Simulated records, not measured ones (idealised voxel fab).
Title: Process Module voxel fin reveal
Cross-sectional view cut (width: 230 nm; square cell size: 5 nm).
The cross-sections in this document take the form of a grid made of square cells. They are written out as bands, in order from top to bottom. Each band consists of one or more rows of cells.
The band entry comprises the height of the band's top followed by the height of its bottom, expressed in nm, and subsequently the band's materials from left to right, each stated together with its width in nm. Where a single material is marked with the word "throughout", that material fills the band from edge to edge. The word "air" represents empty space.
Height reference: 0 = level under which incoming wafer is all one material. Lowest band: no bottom, runs on downward, e.g. "0 nm and below".
A two-number width, for instance "30 to 40", indicates that the width is equal to the first number in the top row of the band and to the second number in the bottom row, and that it changes by a constant amount per row of cells.
Any step labelled "no modifications" changed none of the cells in the cross-section.
The entry "Trapped cavities" lists the empty spaces that cover at least 8 cells and have no open path to the top. Each is written as width x height at distance, where the distance is measured from the left edge and all three values are in nm.
What comes after the settings on a step's line is commentary from the simulator itself on that step.
Among the settings permitted on a step's line is "overlay nm"; applied to a step with a mask, it specifies the extent to which the mask lay to the right of its planned position, whereas a negative figure signifies a position to the left.
# Planned step list for the process
1: RECEIVE: material Si
2: CONFORMAL_DEP: material SiN, thk nm 5
3: DIRECTIONAL_DEP: material aC, thk nm 15
4: PATTERN: tone cover, mask id FINS, material resist, width nm 15, pitch nm 35, thk nm 35, overlay nm 0
5: DIRECTIONAL_ETCH: etch materials aC, depth nm 15
6: STRIP: etch materials resist
7: DIRECTIONAL_ETCH: etch materials SiN, depth nm 5
8: DIRECTIONAL_ETCH: etch materials Si, depth nm 30
9: STRIP: etch materials aC
10: FILL_DEP: material SiO2, thk nm 10
11: CMP: height nm 5
12: SELECTIVE_ETCH: etch materials SiO2, depth nm 25
13: STRIP: etch materials SiN
14: CONFORMAL_DEP: material HfO2, thk nm 5
# So this is the incoming wafer in cross-section - it's already been through step 1
- 0 nm and below | Si throughout
- Trapped cavities: none
# Final wafer profile in cross-section after the module, from the same start and plan as above, with one mistake made during processing
- 0 nm to -20 nm | air=70  Si=15  air=20  Si=15  air=20  Si=15  air=75
- -20 nm to -30 nm | SiO2=70  Si=15  SiO2=20  Si=15  SiO2=20  Si=15  SiO2=75
- -30 nm and below | Si throughout
- Trapped cavities: none
Deviation noted in wafer processing: step 14 of the plan never got run, it was skipped over
